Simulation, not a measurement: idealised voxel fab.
Title: Process Module voxel tone inversion
Each square cell in cross-section cut measures 5 nm, and the section as a whole is 295 nm wide.
Cross-section = grid of square cells, listed top down in bands; band = one or more rows. Per band: top height and bottom height in nm, followed by the left-to-right materials and their widths in nm; "all across" marks a single material spanning edge to edge, "air" marks empty space. Measure heights from 0. That's the level where, below it, the as-received wafer is all one material. The lowest band is bottomless and extends downward; write it as in "0 -> down". Quick explanation for "30 to 40": the width changes in equal steps down the rows of cells, from the first number in the band's top row to the second number in its bottom row. The cross-section has no changed cell in any step marked "nothing was modified". Enclosed voids (no open way to top), threshold 8 cells or more, entry "Closed voids list", notation width x height at distance, distance from left edge, nm. Step line, after settings: the simulator's comment on this step. overlay nm: on a step with a mask, how far right of its planned place the mask lay; negative means left.
## List of planned process steps
1: RECEIVE (material Si)
2: CONFORMAL_DEP (material SiN; thk nm 10)
3: DIRECTIONAL_DEP (material polySi; thk nm 15)
4: PATTERN (tone cover; mask id POSTS; material resist; width nm 15; pitch nm 40; thk nm 25; overlay nm 0)
5: DIRECTIONAL_ETCH (etch materials polySi; depth nm 15)
6: STRIP (etch materials resist)
7: FILL_DEP (material lowk; thk nm 5)
8: CMP (height nm 25)
9: STRIP (etch materials polySi)
10: CONFORMAL_DEP (material TiN; thk nm 5)
11: FILL_DEP (material Ru; thk nm 5)
12: CMP (height nm 25)
13: CONFORMAL_DEP (material SiN; thk nm 5)
## First of two wafers, with the run carried out as planned
## Here's what the wafer looked like in cross-section when it arrived - that's after step 1
  0 -> down | Si all across
  Closed voids list: none
## How the wafer stands in section after step 2
  10 -> 0 | SiN all across
  Everything below 0 is unchanged.
## How the wafer stands in section after step 3
  25 -> 10 | polySi all across
  Everything below 10 is unchanged.
## How the wafer stands in section after step 4
  50 -> 25 | air: 120 | resist: 15 | air: 25 | resist: 15 | air: 120
  Everything below 25 is unchanged.
## How the wafer stands in section after step 5
  50 -> 25 | air: 120 | resist: 15 | air: 25 | resist: 15 | air: 120
  25 -> 10 | air: 120 | polySi: 15 | air: 25 | polySi: 15 | air: 120
  Everything below 10 is unchanged.
## How the wafer stands in section after step 6
  25 -> 10 | air: 120 | polySi: 15 | air: 25 | polySi: 15 | air: 120
  Everything below 10 is unchanged.
## How the wafer stands in section after step 7
  30 -> 25 | lowk all across
  25 -> 10 | lowk: 120 | polySi: 15 | lowk: 25 | polySi: 15 | lowk: 120
  Everything below 10 is unchanged.
## How the wafer stands in section after step 8
  25 -> 10 | lowk: 120 | polySi: 15 | lowk: 25 | polySi: 15 | lowk: 120
  Everything below 10 is unchanged.
## How the wafer stands in section after step 9
  25 -> 10 | lowk: 120 | air: 15 | lowk: 25 | air: 15 | lowk: 120
  Everything below 10 is unchanged.
## How the wafer stands in section after step 10
  30 -> 25 | TiN: 125 | air: 5 | TiN: 35 | air: 5 | TiN: 125
  25 -> 15 | lowk: 120 | TiN: 5 | air: 5 | TiN: 5 | lowk: 25 | TiN: 5 | air: 5 | TiN: 5 | lowk: 120
  15 -> 10 | lowk: 120 | TiN: 15 | lowk: 25 | TiN: 15 | lowk: 120
  Everything below 10 is unchanged.
## How the wafer stands in section after step 11
  35 -> 30 | Ru all across
  30 -> 25 | TiN: 125 | Ru: 5 | TiN: 35 | Ru: 5 | TiN: 125
  25 -> 15 | lowk: 120 | TiN: 5 | Ru: 5 | TiN: 5 | lowk: 25 | TiN: 5 | Ru: 5 | TiN: 5 | lowk: 120
  Everything below 15 is unchanged.
## How the wafer stands in section after step 12
  25 -> 15 | lowk: 120 | TiN: 5 | Ru: 5 | TiN: 5 | lowk: 25 | TiN: 5 | Ru: 5 | TiN: 5 | lowk: 120
  Everything below 15 is unchanged.
## How the wafer stands in section after step 13
  30 -> 25 | SiN all across
  Everything below 25 is unchanged.
## Second wafer, same starting state and plan as the first, one mistake in the run, identical through step 7
## Cross-section of the second wafer at the time by which step 8 should have been completed according to the plan
  15 -> 10 | lowk: 120 | polySi: 15 | lowk: 25 | polySi: 15 | lowk: 120
  Everything below 10 is unchanged.
## Cross-section of the second wafer at the time by which step 9 should have been completed according to the plan
  15 -> 10 | lowk: 120 | air: 15 | lowk: 25 | air: 15 | lowk: 120
  Everything below 10 is unchanged.
## Cross-section of the second wafer at the time by which step 10 should have been completed according to the plan
  20 -> 15 | TiN: 125 | air: 5 | TiN: 35 | air: 5 | TiN: 125
  15 -> 10 | lowk: 120 | TiN: 15 | lowk: 25 | TiN: 15 | lowk: 120
  Everything below 10 is unchanged.
## Cross-section of the second wafer at the time by which step 11 should have been completed according to the plan
  25 -> 20 | Ru all across
  20 -> 15 | TiN: 125 | Ru: 5 | TiN: 35 | Ru: 5 | TiN: 125
  Everything below 15 is unchanged.
Cross-section of the second wafer at the time by which step 12 should have been completed according to the plan: nothing was modified
## Cross-section of the second wafer at the time by which step 13 should have been completed according to the plan
  30 -> 25 | SiN all across
  Everything below 25 is unchanged.
So what did we get wrong on this run? step 8 deviated from plan and actually ran as CMP (height nm 15)
Materials where the second wafer ends with more or fewer cells than the first: 57 more of Ru; 49 more of TiN; 106 fewer of lowk
